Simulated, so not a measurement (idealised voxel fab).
process module | voxel capacitor over wiring
cross-section cut | 210 nm wide | cells 5 nm
A cross-section is a grid of square cells, given in bands from the top down. A band is one or more rows of cells.
Each band's line starts with the height of the band's top and of its bottom, in nm. Then come its materials from left to right, each with its width in nm. One material with "throughout" fills the band from edge to edge. "air" is empty space.
Height 0 is the level under which the wafer as received is all one material. The lowest band goes on downwards, as in "0 down".
A width such as "30 to 40" changes by the same amount from each row of cells to the next, from the band's top row to its bottom row.
"no change" after a step means that no cell of the cross-section changed.
closed voids: empty space of 8 cells or more with no open way to the top, each as width x height at its distance from the left edge, in nm
after a step's settings: what the simulator itself notes on the step
overlay nm, on a step with a mask: how far to the right of its planned place the mask lay; to the left if negative
plan
1 op RECEIVE | material Si
2 op CONFORMAL_DEP | material SiO2 | thk nm 10
3 op CONFORMAL_DEP | material SiCN | thk nm 5
4 op DIRECTIONAL_DEP | material SiO2 | thk nm 15
5 op PATTERN | tone open | mask id METAL_1 | material resist | width nm 30 | pitch nm 95 | thk nm 20 | overlay nm 0
6 op DIRECTIONAL_ETCH | etch materials SiO2 | depth nm 15
7 op DIRECTIONAL_ETCH | etch materials SiCN | depth nm 5
8 op STRIP | etch materials resist
9 op CONFORMAL_DEP | material TiN | thk nm 5
10 op FILL_DEP | material Cu | thk nm 5
11 op CMP | height nm 30
12 op CONFORMAL_DEP | material SiCN | thk nm 5
13 op DIRECTIONAL_DEP | material lowk | thk nm 20
14 op PATTERN | tone open | mask id PLUG_1 | material resist | width nm 15 | thk nm 15 | overlay nm 0
15 op DIRECTIONAL_ETCH | etch materials lowk | depth nm 20
16 op DIRECTIONAL_ETCH | etch materials SiCN | depth nm 5
17 op STRIP | etch materials resist
18 op EPI | material Ru | thk nm 10
19 op EPI | material Ru | thk nm 10
20 op EPI | material Ru | thk nm 5
21 op DIRECTIONAL_DEP | material TiN | thk nm 5
22 op DIRECTIONAL_DEP | material HfO2 | thk nm 5
23 op DIRECTIONAL_DEP | material TiN | thk nm 5
24 op MASKED_ETCH | tone cover | mask id UPPER_PLATE | width nm 70 | etch materials TiN | depth nm 5 | overlay nm 0
25 op MASKED_ETCH | tone cover | mask id UPPER_PLATE | width nm 70 | etch materials HfO2 | depth nm 5 | overlay nm 0
26 op MASKED_ETCH | tone cover | mask id LOWER_PLATE | width nm 80 | etch materials TiN | depth nm 5 | overlay nm 0
27 op FILL_DEP | material SiO2 | thk nm 15
28 op CMP | height nm 80
29 op DIRECTIONAL_DEP | material aC | thk nm 15
30 op PATTERN | tone open | mask id PLUG_2 | material resist | width nm 15 | thk nm 30 | overlay nm 0
31 op DIRECTIONAL_ETCH | etch materials aC | depth nm 15
32 op STRIP | etch materials resist
33 op DIRECTIONAL_ETCH | etch materials SiO2 | depth nm 10
34 op STRIP | etch materials aC
35 op CONFORMAL_DEP | material TiN | thk nm 5
36 op FILL_DEP | material W | thk nm 5
37 op CMP | height nm 80
38 op CONFORMAL_DEP | material SiN | thk nm 5
as received, after step 1
  0 down: Si throughout
  closed voids: none
first wafer at the end, as planned
  85 to 80: SiN throughout
  80 to 75: SiO2 65 | TiN 5 | W 5 | TiN 5 | SiO2 130
  75 to 65: SiO2 65 to 55 | TiN 15 to 70 | SiO2 130 to 85
  65 to 60: SiO2 55 | HfO2 70 | SiO2 85
  60 to 55: SiO2 50 | TiN 80 | SiO2 80
  55 to 35: lowk 55 | Ru 15 | lowk 140
  35 to 30: SiCN 55 | Ru 15 | SiCN 140
  30 to 15: SiO2 40 | TiN 5 | Cu 20 | TiN 5 | SiO2 65 | TiN 5 | Cu 20 | TiN 5 | SiO2 45
  15 to 10: SiCN 40 | TiN 30 | SiCN 65 | TiN 30 | SiCN 45
  10 to 0: SiO2 throughout
  0 down: Si throughout
  closed voids: none
second wafer at the end: like start, like plan, one mistake
  85 to 80: SiN throughout
  80 to 75: SiO2 65 | TiN 5 | W 5 | TiN 5 | SiO2 130
  75 to 65: SiO2 65 to 55 | TiN 15 to 75 | SiO2 130 to 80
  65 to 60: SiO2 55 | HfO2 75 | SiO2 80
  60 to 55: SiO2 50 | TiN 80 | SiO2 80
  55 to 35: lowk 55 | Ru 15 | lowk 140
  35 to 30: SiCN 55 | Ru 15 | SiCN 140
  30 to 15: SiO2 40 | TiN 5 | Cu 20 | TiN 5 | SiO2 65 | TiN 5 | Cu 20 | TiN 5 | SiO2 45
  15 to 10: SiCN 40 | TiN 30 | SiCN 65 | TiN 30 | SiCN 45
  10 to 0: SiO2 throughout
  0 down: Si throughout
  closed voids: none
what went wrong: step 24 ran as: op MASKED_ETCH | tone cover | mask id UPPER_PLATE | width nm 75 | etch materials TiN | depth nm 5 | overlay nm 0
at the end the second wafer has, in cells: 1 more of HfO2 | 2 fewer of SiO2 | 1 more of TiN
